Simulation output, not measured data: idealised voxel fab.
Process module under the name voxel air gaps
The figure presents cross-section cut, which has a width of 215 nm and is divided into square cells with an edge length of 5 nm.
Reading order for cross-sections: top band down to bottom band. Underlying form: a grid of square cells. Band size: one or more rows of cells.
Band entry format. Leading values: height of top, height of bottom, nm. Remainder: materials in left-to-right order, each with its width in nm. Special words: "full width" on a single material, which then fills the band edge to edge; "air", empty space.
For the purposes of this specification, 0 denotes the height below which the wafer in its as-received condition is composed wholly of one material, and the lowermost band, lacking a lower limit, extends downward without end, as expressed in "z 0 and below".
Top row gets the first number, bottom row gets the second, and each row in between changes by the same step: that is how a band width like "30..40" works.
Step marked "no change"? Then no cell in the cross-section changed in it.
Listed in "Closed cavities": every empty space of 8 or more cells without an open way to the top. Form: width x height at distance, the distance being from the left edge, all in nm.
If you see something after the settings on a step's line, that's the simulator's own remark about that step.
The "overlay nm" setting may appear on a step's line; for a step that uses a mask, it gives how far to the right of its planned position the mask lay, and a negative value indicates the left.

Process steps foreseen in the plan
- 1: RECEIVE | material Si
- 2: CONFORMAL_DEP | material SiO2 | thk nm 10
- 3: CONFORMAL_DEP | material SiN | thk nm 5
- 4: DIRECTIONAL_DEP | material lowk | thk nm 35
- 5: DIRECTIONAL_DEP | material aC | thk nm 15
- 6: PATTERN | tone open | mask id LINES | material resist | width nm 15 | pitch nm 45 | thk nm 35 | overlay nm 0
- 7: DIRECTIONAL_ETCH | etch materials aC | depth nm 15
- 8: STRIP | etch materials resist
- 9: DIRECTIONAL_ETCH | etch materials lowk | depth nm 35
- 10: STRIP | etch materials aC
- 11: CONFORMAL_DEP | material TiN | thk nm 5
- 12: FILL_DEP | material Ru | thk nm 10
- 13: CMP | height nm 50
- 14: EPI | material Ru | thk nm 10
- 15: SELECTIVE_ETCH | etch materials lowk | depth nm 45
- 16: CONFORMAL_DEP | material SiN | thk nm 5

The following pertains to the first of two wafers, which was processed as planned

Delivered wafer in cross-section: state after step 1
- z 0 and below  Si full width
- Closed cavities: none

The following cross-section depicts the wafer upon completion of step 2
- z 10 to 0  SiO2 full width
- Below 0 it's all the same as before, nothing changed down there.

The following cross-section depicts the wafer upon completion of step 3
- z 15 to 10  SiN full width
- Below 10 it's all the same as before, nothing changed down there.

The following cross-section depicts the wafer upon completion of step 4
- z 50 to 15  lowk full width
- Below 15 it's all the same as before, nothing changed down there.

The following cross-section depicts the wafer upon completion of step 5
- z 65 to 50  aC full width
- Below 50 it's all the same as before, nothing changed down there.

The following cross-section depicts the wafer upon completion of step 6
- z 100 to 65  55 nm resist / 15 nm air / 30 nm resist / 15 nm air / 30 nm resist / 15 nm air / 55 nm resist
- Below 65 it's all the same as before, nothing changed down there.

The following cross-section depicts the wafer upon completion of step 7
- z 85 to 65  55 nm resist / 15 nm air / 30 nm resist / 15 nm air / 30 nm resist / 15 nm air / 55 nm resist
- z 65 to 50  55 nm aC / 15 nm air / 30 nm aC / 15 nm air / 30 nm aC / 15 nm air / 55 nm aC
- Below 50 it's all the same as before, nothing changed down there.

The following cross-section depicts the wafer upon completion of step 8
- z 65 to 50  55 nm aC / 15 nm air / 30 nm aC / 15 nm air / 30 nm aC / 15 nm air / 55 nm aC
- Below 50 it's all the same as before, nothing changed down there.

The following cross-section depicts the wafer upon completion of step 9
- z 65 to 50  55 nm aC / 15 nm air / 30 nm aC / 15 nm air / 30 nm aC / 15 nm air / 55 nm aC
- z 50 to 15  55 nm lowk / 15 nm air / 30 nm lowk / 15 nm air / 30 nm lowk / 15 nm air / 55 nm lowk
- Below 15 it's all the same as before, nothing changed down there.

The following cross-section depicts the wafer upon completion of step 10
- z 50 to 15  55 nm lowk / 15 nm air / 30 nm lowk / 15 nm air / 30 nm lowk / 15 nm air / 55 nm lowk
- Below 15 it's all the same as before, nothing changed down there.

The following cross-section depicts the wafer upon completion of step 11
- z 55 to 50  60 nm TiN / 5 nm air / 40 nm TiN / 5 nm air / 40 nm TiN / 5 nm air / 60 nm TiN
- z 50 to 20  55 nm lowk / 5 nm TiN / 5 nm air / 5 nm TiN / 30 nm lowk / 5 nm TiN / 5 nm air / 5 nm TiN / 30 nm lowk / 5 nm TiN / 5 nm air / 5 nm TiN / 55 nm lowk
- z 20 to 15  55 nm lowk / 15 nm TiN / 30 nm lowk / 15 nm TiN / 30 nm lowk / 15 nm TiN / 55 nm lowk
- Below 15 it's all the same as before, nothing changed down there.

The following cross-section depicts the wafer upon completion of step 12
- z 65 to 55  Ru full width
- z 55 to 50  60 nm TiN / 5 nm Ru / 40 nm TiN / 5 nm Ru / 40 nm TiN / 5 nm Ru / 60 nm TiN
- z 50 to 20  55 nm lowk / 5 nm TiN / 5 nm Ru / 5 nm TiN / 30 nm lowk / 5 nm TiN / 5 nm Ru / 5 nm TiN / 30 nm lowk / 5 nm TiN / 5 nm Ru / 5 nm TiN / 55 nm lowk
- Below 20 it's all the same as before, nothing changed down there.

The following cross-section depicts the wafer upon completion of step 13
- z 50 to 20  55 nm lowk / 5 nm TiN / 5 nm Ru / 5 nm TiN / 30 nm lowk / 5 nm TiN / 5 nm Ru / 5 nm TiN / 30 nm lowk / 5 nm TiN / 5 nm Ru / 5 nm TiN / 55 nm lowk
- Below 20 it's all the same as before, nothing changed down there.

The following cross-section depicts the wafer upon completion of step 14
- z 60 to 50  45 nm air / 35 nm Ru / 10 nm air / 35 nm Ru / 10 nm air / 35 nm Ru / 45 nm air
- Below 50 it's all the same as before, nothing changed down there.

The following cross-section depicts the wafer upon completion of step 15
- z 60 to 50  45 nm air / 35 nm Ru / 10 nm air / 35 nm Ru / 10 nm air / 35 nm Ru / 45 nm air
- z 50 to 20  55 nm air / 5 nm TiN / 5 nm Ru / 5 nm TiN / 30 nm air / 5 nm TiN / 5 nm Ru / 5 nm TiN / 30 nm air / 5 nm TiN / 5 nm Ru / 5 nm TiN / 55 nm air
- z 20 to 15  55 nm air / 15 nm TiN / 30 nm air / 15 nm TiN / 30 nm air / 15 nm TiN / 55 nm air
- Below 15 it's all the same as before, nothing changed down there.

The following cross-section depicts the wafer upon completion of step 16
- z 65 to 60  40 nm air / 135 nm SiN / 40 nm air
- z 60 to 50  40 nm air / 5 nm SiN / 35 nm Ru / 10 nm SiN / 35 nm Ru / 10 nm SiN / 35 nm Ru / 5 nm SiN / 40 nm air
- z 50 to 45  40 nm air / 15 nm SiN / 5 nm TiN / 5 nm Ru / 5 nm TiN / 30 nm SiN / 5 nm TiN / 5 nm Ru / 5 nm TiN / 30 nm SiN / 5 nm TiN / 5 nm Ru / 5 nm TiN / 15 nm SiN / 40 nm air
- z 45 to 20  50 nm air / 5 nm SiN / 5 nm TiN / 5 nm Ru / 5 nm TiN / 5 nm SiN / 20 nm air / 5 nm SiN / 5 nm TiN / 5 nm Ru / 5 nm TiN / 5 nm SiN / 20 nm air / 5 nm SiN / 5 nm TiN / 5 nm Ru / 5 nm TiN / 5 nm SiN / 50 nm air
- z 20 to 15  55 nm SiN / 15 nm TiN / 30 nm SiN / 15 nm TiN / 30 nm SiN / 15 nm TiN / 55 nm SiN
- Below 15 it's all the same as before, nothing changed down there.
- Closed cavities: 20 x 25 at 75; 20 x 25 at 120

The remaining wafer, second of the two, started like the first and was run to the same plan, except that one mistake was made along the way; the two coincide through step 5, inclusive

When step 6 should have ended
- z 100 to 65  55 nm air / 15 nm resist / 30 nm air / 15 nm resist / 30 nm air / 15 nm resist / 55 nm air
- Below 65 it's all the same as before, nothing changed down there.

When step 7 should have ended
- z 85 to 65  55 nm air / 15 nm resist / 30 nm air / 15 nm resist / 30 nm air / 15 nm resist / 55 nm air
- z 65 to 50  55 nm air / 15 nm aC / 30 nm air / 15 nm aC / 30 nm air / 15 nm aC / 55 nm air
- Below 50 it's all the same as before, nothing changed down there.

When step 8 should have ended
- z 65 to 50  55 nm air / 15 nm aC / 30 nm air / 15 nm aC / 30 nm air / 15 nm aC / 55 nm air
- Below 50 it's all the same as before, nothing changed down there.

When step 9 should have ended
- z 65 to 50  55 nm air / 15 nm aC / 30 nm air / 15 nm aC / 30 nm air / 15 nm aC / 55 nm air
- z 50 to 15  55 nm air / 15 nm lowk / 30 nm air / 15 nm lowk / 30 nm air / 15 nm lowk / 55 nm air
- Below 15 it's all the same as before, nothing changed down there.

When step 10 should have ended
- z 50 to 15  55 nm air / 15 nm lowk / 30 nm air / 15 nm lowk / 30 nm air / 15 nm lowk / 55 nm air
- Below 15 it's all the same as before, nothing changed down there.

When step 11 should have ended
- z 55 to 50  50 nm air / 25 nm TiN / 20 nm air / 25 nm TiN / 20 nm air / 25 nm TiN / 50 nm air
- z 50 to 20  50 nm air / 5 nm TiN / 15 nm lowk / 5 nm TiN / 20 nm air / 5 nm TiN / 15 nm lowk / 5 nm TiN / 20 nm air / 5 nm TiN / 15 nm lowk / 5 nm TiN / 50 nm air
- z 20 to 15  55 nm TiN / 15 nm lowk / 30 nm TiN / 15 nm lowk / 30 nm TiN / 15 nm lowk / 55 nm TiN
- Below 15 it's all the same as before, nothing changed down there.

When step 12 should have ended
- z 65 to 55  Ru full width
- z 55 to 50  50 nm Ru / 25 nm TiN / 20 nm Ru / 25 nm TiN / 20 nm Ru / 25 nm TiN / 50 nm Ru
- z 50 to 20  50 nm Ru / 5 nm TiN / 15 nm lowk / 5 nm TiN / 20 nm Ru / 5 nm TiN / 15 nm lowk / 5 nm TiN / 20 nm Ru / 5 nm TiN / 15 nm lowk / 5 nm TiN / 50 nm Ru
- Below 20 it's all the same as before, nothing changed down there.

When step 13 should have ended
- z 50 to 20  50 nm Ru / 5 nm TiN / 15 nm lowk / 5 nm TiN / 20 nm Ru / 5 nm TiN / 15 nm lowk / 5 nm TiN / 20 nm Ru / 5 nm TiN / 15 nm lowk / 5 nm TiN / 50 nm Ru
- Below 20 it's all the same as before, nothing changed down there.

When step 14 should have ended
- z 60 to 50  Ru full width
- Below 50 it's all the same as before, nothing changed down there.

when step 15 should have ended: no change

When step 16 should have ended
- z 65 to 60  SiN full width
- Below 60 it's all the same as before, nothing changed down there.
The plan and the run diverged here: step 6 ran with different settings than intended, the actual operation and settings being PATTERN | tone cover | mask id LINES | material resist | width nm 15 | pitch nm 45 | thk nm 35 | overlay nm 0
Cell-count delta at end, second wafer over first, by material: Ru: 194 more; SiN: 78 fewer; TiN: 25 more; lowk: 63 more
The final tally of closed voids stands at 2 on the first wafer and 0 on the second.
